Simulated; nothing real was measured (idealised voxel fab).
You're looking at the process module voxel quadruple lines.
The cross-section shown here is cut; it is 175 nm wide and divided into square cells measuring 5 nm on a side.
Throughout this document, each cross-section is represented as a grid of square cells and is presented as a sequence of bands enumerated from the top downward, where a band comprises one or more rows of cells.
Within each band entry, the heights of the top and of the bottom of the band appear first, in that order and in nm; the materials of the band then follow from left to right, each with its corresponding width in nm. The designation "edge to edge" on a single material indicates that it fills the band from edge to edge; the designation "empty" indicates empty space.
Height 0 is the level under which the wafer as received is all one material. The lowest band goes on downwards, as in "0 down".
Read "30->40" as a graded width: first number on top, second number at the bottom, same change between each pair of neighbouring rows.
"nothing altered" for a step: no cell of the cross-section changed in that step.
The label "Closed void list" introduces a list of the empty spaces, 8 cells or larger, that have no open way up to the top; each entry in it reads width x height at distance, where the distance is taken from the left edge and all three are stated in nm.
Past the settings on a step's line: simulator remark, on that step.
overlay nm: for a step with a mask, the amount by which the mask lay right of where it was planned; a negative amount means left of it.

PLANNED STEP LIST FOR THE PROCESS
1) RECEIVE | material Si
2) CONFORMAL_DEP | material SiO2 | thk nm 5
3) DIRECTIONAL_DEP | material TiN | thk nm 15
4) DIRECTIONAL_DEP | material polySi | thk nm 15
5) DIRECTIONAL_DEP | material aC | thk nm 20
6) PATTERN | tone cover | mask id MANDREL | material resist | width nm 35 | thk nm 30 | overlay nm 0
7) DIRECTIONAL_ETCH | etch materials aC | depth nm 20
8) STRIP | etch materials resist
9) CONFORMAL_DEP | material SiO2 | thk nm 15
10) DIRECTIONAL_ETCH | etch materials SiO2 | depth nm 15
11) STRIP | etch materials aC
12) DIRECTIONAL_ETCH | etch materials polySi | depth nm 15
13) STRIP | etch materials SiO2
14) CONFORMAL_DEP | material SiCN | thk nm 10
15) DIRECTIONAL_ETCH | etch materials SiCN | depth nm 10
16) STRIP | etch materials polySi
17) DIRECTIONAL_ETCH | etch materials TiN | depth nm 15
18) STRIP | etch materials SiCN
19) FILL_DEP | material SiO2 | thk nm 5
20) CMP | height nm 20

RUN AS PLANNED: FIRST OF TWO WAFERS

AS RECEIVED, AFTER STEP 1
> 0 down: Si edge to edge
> Closed void list: none

CROSS-SECTION OF THE WAFER AFTER STEP 2
> 5 to 0: SiO2 edge to edge
> Heights below 0 show no change.

CROSS-SECTION OF THE WAFER AFTER STEP 3
> 20 to 5: TiN edge to edge
> Heights below 5 show no change.

CROSS-SECTION OF THE WAFER AFTER STEP 4
> 35 to 20: polySi edge to edge
> Heights below 20 show no change.

CROSS-SECTION OF THE WAFER AFTER STEP 5
> 55 to 35: aC edge to edge
> Heights below 35 show no change.

CROSS-SECTION OF THE WAFER AFTER STEP 6
> 85 to 55: empty: 70; resist: 35; empty: 70
> Heights below 55 show no change.

CROSS-SECTION OF THE WAFER AFTER STEP 7
> 65 to 55: empty: 70; resist: 35; empty: 70
> 55 to 35: empty: 70; aC: 35; empty: 70
> Heights below 35 show no change.

CROSS-SECTION OF THE WAFER AFTER STEP 8
> 55 to 35: empty: 70; aC: 35; empty: 70
> Heights below 35 show no change.

CROSS-SECTION OF THE WAFER AFTER STEP 9
> 70 to 55: empty: 55; SiO2: 65; empty: 55
> 55 to 50: empty: 55; SiO2: 15; aC: 35; SiO2: 15; empty: 55
> 50 to 35: SiO2: 70; aC: 35; SiO2: 70
> Heights below 35 show no change.

CROSS-SECTION OF THE WAFER AFTER STEP 10
> 55 to 35: empty: 55; SiO2: 15; aC: 35; SiO2: 15; empty: 55
> Heights below 35 show no change.

CROSS-SECTION OF THE WAFER AFTER STEP 11
> 55 to 35: empty: 55; SiO2: 15; empty: 35; SiO2: 15; empty: 55
> Heights below 35 show no change.

CROSS-SECTION OF THE WAFER AFTER STEP 12
> 55 to 35: empty: 55; SiO2: 15; empty: 35; SiO2: 15; empty: 55
> 35 to 20: empty: 55; polySi: 15; empty: 35; polySi: 15; empty: 55
> Heights below 20 show no change.

CROSS-SECTION OF THE WAFER AFTER STEP 13
> 35 to 20: empty: 55; polySi: 15; empty: 35; polySi: 15; empty: 55
> Heights below 20 show no change.

CROSS-SECTION OF THE WAFER AFTER STEP 14
> 45 to 35: empty: 45; SiCN: 35; empty: 15; SiCN: 35; empty: 45
> 35 to 30: empty: 45; SiCN: 10; polySi: 15; SiCN: 10; empty: 15; SiCN: 10; polySi: 15; SiCN: 10; empty: 45
> 30 to 20: SiCN: 55; polySi: 15; SiCN: 35; polySi: 15; SiCN: 55
> Heights below 20 show no change.

CROSS-SECTION OF THE WAFER AFTER STEP 15
> 35 to 20: empty: 45; SiCN: 10; polySi: 15; SiCN: 10; empty: 15; SiCN: 10; polySi: 15; SiCN: 10; empty: 45
> Heights below 20 show no change.

CROSS-SECTION OF THE WAFER AFTER STEP 16
> 35 to 20: empty: 45; SiCN: 10; empty: 15; SiCN: 10; empty: 15; SiCN: 10; empty: 15; SiCN: 10; empty: 45
> Heights below 20 show no change.

CROSS-SECTION OF THE WAFER AFTER STEP 17
> 35 to 20: empty: 45; SiCN: 10; empty: 15; SiCN: 10; empty: 15; SiCN: 10; empty: 15; SiCN: 10; empty: 45
> 20 to 5: empty: 45; TiN: 10; empty: 15; TiN: 10; empty: 15; TiN: 10; empty: 15; TiN: 10; empty: 45
> Heights below 5 show no change.

CROSS-SECTION OF THE WAFER AFTER STEP 18
> 20 to 5: empty: 45; TiN: 10; empty: 15; TiN: 10; empty: 15; TiN: 10; empty: 15; TiN: 10; empty: 45
> Heights below 5 show no change.

CROSS-SECTION OF THE WAFER AFTER STEP 19
> 25 to 20: SiO2 edge to edge
> 20 to 5: SiO2: 45; TiN: 10; SiO2: 15; TiN: 10; SiO2: 15; TiN: 10; SiO2: 15; TiN: 10; SiO2: 45
> Heights below 5 show no change.

CROSS-SECTION OF THE WAFER AFTER STEP 20
> 20 to 5: SiO2: 45; TiN: 10; SiO2: 15; TiN: 10; SiO2: 15; TiN: 10; SiO2: 15; TiN: 10; SiO2: 45
> Heights below 5 show no change.

HERE THE SECOND WAFER IS DESCRIBED. ITS START AND ITS PLAN WERE THOSE OF THE FIRST WAFER. ITS RUN CONTAINED ONE MISTAKE. UP TO AND INCLUDING STEP 5, IT DID EXACTLY WHAT THE FIRST WAFER DID

SECOND WAFER SHOWN IN CROSS-SECTION AT THE TIME STEP 6 WAS SLATED TO END
> 85 to 55: empty: 60; resist: 35; empty: 80
> Heights below 55 show no change.

SECOND WAFER SHOWN IN CROSS-SECTION AT THE TIME STEP 7 WAS SLATED TO END
> 65 to 55: empty: 60; resist: 35; empty: 80
> 55 to 35: empty: 60; aC: 35; empty: 80
> Heights below 35 show no change.

SECOND WAFER SHOWN IN CROSS-SECTION AT THE TIME STEP 8 WAS SLATED TO END
> 55 to 35: empty: 60; aC: 35; empty: 80
> Heights below 35 show no change.

SECOND WAFER SHOWN IN CROSS-SECTION AT THE TIME STEP 9 WAS SLATED TO END
> 70 to 55: empty: 45; SiO2: 65; empty: 65
> 55 to 50: empty: 45; SiO2: 15; aC: 35; SiO2: 15; empty: 65
> 50 to 35: SiO2: 60; aC: 35; SiO2: 80
> Heights below 35 show no change.

SECOND WAFER SHOWN IN CROSS-SECTION AT THE TIME STEP 10 WAS SLATED TO END
> 55 to 35: empty: 45; SiO2: 15; aC: 35; SiO2: 15; empty: 65
> Heights below 35 show no change.

SECOND WAFER SHOWN IN CROSS-SECTION AT THE TIME STEP 11 WAS SLATED TO END
> 55 to 35: empty: 45; SiO2: 15; empty: 35; SiO2: 15; empty: 65
> Heights below 35 show no change.

SECOND WAFER SHOWN IN CROSS-SECTION AT THE TIME STEP 12 WAS SLATED TO END
> 55 to 35: empty: 45; SiO2: 15; empty: 35; SiO2: 15; empty: 65
> 35 to 20: empty: 45; polySi: 15; empty: 35; polySi: 15; empty: 65
> Heights below 20 show no change.

SECOND WAFER SHOWN IN CROSS-SECTION AT THE TIME STEP 13 WAS SLATED TO END
> 35 to 20: empty: 45; polySi: 15; empty: 35; polySi: 15; empty: 65
> Heights below 20 show no change.

SECOND WAFER SHOWN IN CROSS-SECTION AT THE TIME STEP 14 WAS SLATED TO END
> 45 to 35: empty: 35; SiCN: 35; empty: 15; SiCN: 35; empty: 55
> 35 to 30: empty: 35; SiCN: 10; polySi: 15; SiCN: 10; empty: 15; SiCN: 10; polySi: 15; SiCN: 10; empty: 55
> 30 to 20: SiCN: 45; polySi: 15; SiCN: 35; polySi: 15; SiCN: 65
> Heights below 20 show no change.

SECOND WAFER SHOWN IN CROSS-SECTION AT THE TIME STEP 15 WAS SLATED TO END
> 35 to 20: empty: 35; SiCN: 10; polySi: 15; SiCN: 10; empty: 15; SiCN: 10; polySi: 15; SiCN: 10; empty: 55
> Heights below 20 show no change.

SECOND WAFER SHOWN IN CROSS-SECTION AT THE TIME STEP 16 WAS SLATED TO END
> 35 to 20: empty: 35; SiCN: 10; empty: 15; SiCN: 10; empty: 15; SiCN: 10; empty: 15; SiCN: 10; empty: 55
> Heights below 20 show no change.

SECOND WAFER SHOWN IN CROSS-SECTION AT THE TIME STEP 17 WAS SLATED TO END
> 35 to 20: empty: 35; SiCN: 10; empty: 15; SiCN: 10; empty: 15; SiCN: 10; empty: 15; SiCN: 10; empty: 55
> 20 to 5: empty: 35; TiN: 10; empty: 15; TiN: 10; empty: 15; TiN: 10; empty: 15; TiN: 10; empty: 55
> Heights below 5 show no change.

SECOND WAFER SHOWN IN CROSS-SECTION AT THE TIME STEP 18 WAS SLATED TO END
> 20 to 5: empty: 35; TiN: 10; empty: 15; TiN: 10; empty: 15; TiN: 10; empty: 15; TiN: 10; empty: 55
> Heights below 5 show no change.

SECOND WAFER SHOWN IN CROSS-SECTION AT THE TIME STEP 19 WAS SLATED TO END
> 25 to 20: SiO2 edge to edge
> 20 to 5: SiO2: 35; TiN: 10; SiO2: 15; TiN: 10; SiO2: 15; TiN: 10; SiO2: 15; TiN: 10; SiO2: 55
> Heights below 5 show no change.

SECOND WAFER SHOWN IN CROSS-SECTION AT THE TIME STEP 20 WAS SLATED TO END
> 20 to 5: SiO2: 35; TiN: 10; SiO2: 15; TiN: 10; SiO2: 15; TiN: 10; SiO2: 15; TiN: 10; SiO2: 55
> Heights below 5 show no change.
Nonconformance to the process plan: it should be noted that step 6 was executed with settings other than those planned, the operation and settings actually applied being PATTERN | tone cover | mask id MANDREL | material resist | width nm 35 | thk nm 30 | overlay nm -10
Same inventory, different map: at the end, the second wafer holds as many cells of each material as the first, placed elsewhere.
